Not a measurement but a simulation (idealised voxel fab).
Process module under the name voxel released beams
Section cut is 285 nm wide and gridded with 5 nm square cells.
Bands, listed from the top down, are how a cross-section gets written in this document; the cross-section itself is a grid of square cells, and a band is one or more rows of them. It is stipulated that each band's entry specify, in nanometres, the height of the top of the band and then that of its bottom, followed by the materials of the band in left-to-right sequence, each together with its width in nanometres. A single material marked by the word "everywhere" is understood to fill the band from edge to edge; the word "empty" is understood to denote empty space. Convention: height 0 is the level below which the wafer, as received, is all one material. The lowest band does not terminate at the bottom but continues downward, represented as "0 down". You'd read "30 to 40" like this: the band's top row of cells is as wide as the first number, its bottom row is as wide as the second, and going down, every row changes width by the same amount as the row before did. For the purposes of this document, the phrase "no change" attached to a step denotes that no cell within the cross-section was modified by that step. Each empty space that has no open way to the top and spans at least 8 cells appears under "Entrapped voids" as width x height at distance, the distance counted from the left edge, all in nm. Read whatever lies past the settings on a step's line as the simulator's own remark about the step. Steps that use a mask can have "overlay nm" on their line. It says how far the mask sat to the right of where it was meant to be. Negative means to the left.

plan:
1. RECEIVE with material Si
2. CONFORMAL_DEP with material Al2O3, thk nm 5
3. DIRECTIONAL_DEP with material SiO2, thk nm 20
4. MASKED_ETCH with tone open, mask id ANCHOR, width nm 35, etch materials SiO2, depth nm 20, overlay nm 0
5. CONFORMAL_DEP with material polySi, thk nm 15
6. MASKED_ETCH with tone cover, mask id BEAM, width nm 90, etch materials polySi, depth nm 15, overlay nm 0
7. STRIP with etch materials SiO2

First wafer out of two, processed as planned:

Shown in cross-section is the wafer as received, that is, as it stands after step 1:
- 0 down  Si everywhere
- Entrapped voids: none

Once step 2 is through, the wafer looks like this in cross-section:
- 5 to 0  Al2O3 everywhere
- Below 0, no change.

Once step 3 is through, the wafer looks like this in cross-section:
- 25 to 5  SiO2 everywhere
- Below 5, no change.

Once step 4 is through, the wafer looks like this in cross-section:
- 25 to 5  SiO2 100; empty 35; SiO2 150
- Below 5, no change.

Once step 5 is through, the wafer looks like this in cross-section:
- 40 to 25  polySi 115; empty 5; polySi 165
- 25 to 20  SiO2 100; polySi 15; empty 5; polySi 15; SiO2 150
- 20 to 5  SiO2 100; polySi 35; SiO2 150
- Below 5, no change.

Once step 6 is through, the wafer looks like this in cross-section:
- 40 to 25  empty 95; polySi 20; empty 5; polySi 65; empty 100
- Below 25, no change.

Once step 7 is through, the wafer looks like this in cross-section:
- 40 to 25  empty 95; polySi 20; empty 5; polySi 65; empty 100
- 25 to 20  empty 100; polySi 15; empty 5; polySi 15; empty 150
- 20 to 5  empty 100; polySi 35; empty 150
- Below 5, no change.

Second wafer, same starting state and plan as the first, one mistake in the run, identical through step 5:

Second wafer at the planned finish of step 6, seen in cross-section:
- 40 to 25  polySi 95; empty 90; polySi 100
- 25 to 5  SiO2 100; polySi 15; empty 5; polySi 15; SiO2 150
- Below 5, no change.

Second wafer at the planned finish of step 7, seen in cross-section:
- 25 to 5  empty 100; polySi 15; empty 5; polySi 15; empty 150
- Below 5, no change.
What was done differently from what was planned? the process deviated at step 6: the operation and settings actually run there were MASKED_ETCH with tone open, mask id BEAM, width nm 90, etch materials polySi, depth nm 15, overlay nm 0
At the finish, the second wafer shows more or fewer cells for some materials than the first does: polySi -54
